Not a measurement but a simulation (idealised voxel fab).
You're looking at the process module voxel trench capacitor.
In the cross-section labelled cut, the width is 240 nm and each square cell is 5 nm.
Notation: cross-section as square-cell grid; stated in bands, top first, going down; one or more cell rows per band. Top height, bottom height, nm. Materials left to right, width each, nm. Single material + "throughout" = fills band edge to edge. "blank" = empty. Height is counted from the level 0, under which the received wafer is composed throughout of one material. The lowest of the bands is not closed at the bottom but continues downward, in the notation "0 -> down". You'd read "30..40" like this: the band's top row of cells is as wide as the first number, its bottom row is as wide as the second, and going down, every row changes width by the same amount as the row before did. "no change", as given for a step, is the statement that not any cell of the cross-section underwent a change during that step. Voids not open to the top, 8 cells minimum: see "Sealed void inventory". Written width x height at distance; distance is from the left edge; nm. Whatever follows a step's settings on its line is a remark the simulator itself makes about that step. "overlay nm", when on a step's line for a step with a mask, measures how far to the right of its planned place the mask lay; a negative measure means to the left.
[Process steps foreseen in the plan]
1) RECEIVE [material Si]
2) CONFORMAL_DEP [material SiN] [thk nm 5]
3) DIRECTIONAL_DEP [material aC] [thk nm 15]
4) PATTERN [tone open] [mask id TRENCH] [material resist] [width nm 25] [pitch nm 50] [thk nm 30] [overlay nm 0]
5) DIRECTIONAL_ETCH [etch materials aC] [depth nm 15]
6) STRIP [etch materials resist]
7) DIRECTIONAL_ETCH [etch materials SiN] [depth nm 5]
8) DIRECTIONAL_ETCH [etch materials Si] [depth nm 25]
9) STRIP [etch materials aC]
10) CONFORMAL_DEP [material SiO2] [thk nm 5]
11) FILL_DEP [material polySi] [thk nm 10]
12) CMP [height nm 5]
[The first wafer of two, processed as planned]
[Cross-section: wafer on arrival = after step 1]
0 -> down  Si throughout
Sealed void inventory: none
[Wafer section view after processing step 2]
5 -> 0  SiN throughout
Under the height 0 nothing was changed.
[Wafer section view after processing step 3]
20 -> 5  aC throughout
Under the height 5 nothing was changed.
[Wafer section view after processing step 4]
50 -> 20  55 resist  25 blank  25 resist  25 blank  25 resist  25 blank  60 resist
Under the height 20 nothing was changed.
[Wafer section view after processing step 5]
35 -> 20  55 resist  25 blank  25 resist  25 blank  25 resist  25 blank  60 resist
20 -> 5  55 aC  25 blank  25 aC  25 blank  25 aC  25 blank  60 aC
Under the height 5 nothing was changed.
[Wafer section view after processing step 6]
20 -> 5  55 aC  25 blank  25 aC  25 blank  25 aC  25 blank  60 aC
Under the height 5 nothing was changed.
[Wafer section view after processing step 7]
20 -> 5  55 aC  25 blank  25 aC  25 blank  25 aC  25 blank  60 aC
5 -> 0  55 SiN  25 blank  25 SiN  25 blank  25 SiN  25 blank  60 SiN
Under the height 0 nothing was changed.
[Wafer section view after processing step 8]
20 -> 5  55 aC  25 blank  25 aC  25 blank  25 aC  25 blank  60 aC
5 -> 0  55 SiN  25 blank  25 SiN  25 blank  25 SiN  25 blank  60 SiN
0 -> -25  55 Si  25 blank  25 Si  25 blank  25 Si  25 blank  60 Si
Under the height -25 nothing was changed.
[Wafer section view after processing step 9]
5 -> 0  55 SiN  25 blank  25 SiN  25 blank  25 SiN  25 blank  60 SiN
Under the height 0 nothing was changed.
[Wafer section view after processing step 10]
10 -> 5  60 SiO2  15 blank  35 SiO2  15 blank  35 SiO2  15 blank  65 SiO2
5 -> 0  55 SiN  5 SiO2  15 blank  5 SiO2  25 SiN  5 SiO2  15 blank  5 SiO2  25 SiN  5 SiO2  15 blank  5 SiO2  60 SiN
0 -> -20  55 Si  5 SiO2  15 blank  5 SiO2  25 Si  5 SiO2  15 blank  5 SiO2  25 Si  5 SiO2  15 blank  5 SiO2  60 Si
-20 -> -25  55 Si  25 SiO2  25 Si  25 SiO2  25 Si  25 SiO2  60 Si
Under the height -25 nothing was changed.
[Wafer section view after processing step 11]
20 -> 10  polySi throughout
10 -> 5  60 SiO2  15 polySi  35 SiO2  15 polySi  35 SiO2  15 polySi  65 SiO2
5 -> 0  55 SiN  5 SiO2  15 polySi  5 SiO2  25 SiN  5 SiO2  15 polySi  5 SiO2  25 SiN  5 SiO2  15 polySi  5 SiO2  60 SiN
0 -> -20  55 Si  5 SiO2  15 polySi  5 SiO2  25 Si  5 SiO2  15 polySi  5 SiO2  25 Si  5 SiO2  15 polySi  5 SiO2  60 Si
Under the height -20 nothing was changed.
[Wafer section view after processing step 12]
5 -> 0  55 SiN  5 SiO2  15 polySi  5 SiO2  25 SiN  5 SiO2  15 polySi  5 SiO2  25 SiN  5 SiO2  15 polySi  5 SiO2  60 SiN
Under the height 0 nothing was changed.
[Regarding the second of the two wafers: it shared the first wafer's starting condition and process plan, yet one error occurred during its execution. Its history coincides with that of the first wafer up to and including step 10]
[Cross-section of the second wafer at the time by which step 11 should have been completed according to the plan]
20 -> 10  SiN throughout
10 -> 5  60 SiO2  15 SiN  35 SiO2  15 SiN  35 SiO2  15 SiN  65 SiO2
5 -> 0  55 SiN  5 SiO2  15 SiN  5 SiO2  25 SiN  5 SiO2  15 SiN  5 SiO2  25 SiN  5 SiO2  15 SiN  5 SiO2  60 SiN
0 -> -20  55 Si  5 SiO2  15 SiN  5 SiO2  25 Si  5 SiO2  15 SiN  5 SiO2  25 Si  5 SiO2  15 SiN  5 SiO2  60 Si
Under the height -20 nothing was changed.
[Cross-section of the second wafer at the time by which step 12 should have been completed according to the plan]
5 -> 0  55 SiN  5 SiO2  15 SiN  5 SiO2  25 SiN  5 SiO2  15 SiN  5 SiO2  25 SiN  5 SiO2  15 SiN  5 SiO2  60 SiN
Under the height 0 nothing was changed.
The mistake made against the process plan was this: step 11 did not use the planned setting and instead ran as FILL_DEP [material SiN] [thk nm 10]
Wafer comparison, final, in cells, second relative to first, materials more or fewer: 45 more of SiN | 45 fewer of polySi
